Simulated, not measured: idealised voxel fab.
process module | voxel ribs on slabs
cross-section cut | 300 nm wide | cells 5 nm
A cross-section is a grid of square cells, given in bands from the top down. A band is one or more rows of cells.
Each band's line starts with the height of the band's top and of its bottom, in nm. Then come its materials from left to right, each with its width in nm. One material with "throughout" fills the band from edge to edge. "air" is empty space.
Height 0 is the level under which the wafer as received is all one material. The lowest band goes on downwards, as in "0 down".
A width such as "30 to 40" changes by the same amount from each row of cells to the next, from the band's top row to its bottom row.
"no change" after a step means that no cell of the cross-section changed.
closed voids: empty space of 8 cells or more with no open way to the top, each as width x height at its distance from the left edge, in nm
after a step's settings: what the simulator itself notes on the step
overlay nm, on a step with a mask: how far to the right of its planned place the mask lay; to the left if negative
plan
1 op RECEIVE | material Si
2 op DIRECTIONAL_DEP | material SiO2 | thk nm 30
3 op DIRECTIONAL_DEP | material SiN | thk nm 25
4 op MASKED_ETCH | tone cover | mask id RIB | width nm 20 | etch materials SiN | depth nm 20 | overlay nm 0
5 op MASKED_ETCH | tone cover | mask id SLAB | width nm 60 | etch materials SiN | depth nm 5 | overlay nm 0
6 op FILL_DEP | material SiO2 | thk nm 25
7 op CMP | height nm 75
8 op DIRECTIONAL_DEP | material W | thk nm 5
9 op MASKED_ETCH | tone cover | mask id HEATER | width nm 30 | etch materials W | depth nm 5 | overlay nm 0
10 op CONFORMAL_DEP | material SiO2 | thk nm 5
as received, after step 1
  0 down: Si throughout
  closed voids: none
first wafer at the end, as planned
  85 to 80: air 130 | SiO2 40 | air 130
  80 to 75: SiO2 135 | W 30 | SiO2 135
  75 to 55: SiO2 throughout
  55 to 35: SiO2 140 | SiN 20 | SiO2 140
  35 to 30: SiO2 120 | SiN 60 | SiO2 120
  30 to 0: SiO2 throughout
  0 down: Si throughout
  closed voids: none
second wafer at the end: like start, like plan, one mistake
  85 to 80: air 130 | SiO2 40 | air 130
  80 to 75: SiO2 135 | W 30 | SiO2 135
  75 to 25: SiO2 throughout
  25 to 0: SiN throughout
  0 down: Si throughout
  closed voids: none
what went wrong: steps 2 and 3 were swapped
at the end the second wafer has, in cells: 272 more of SiN | 272 fewer of SiO2
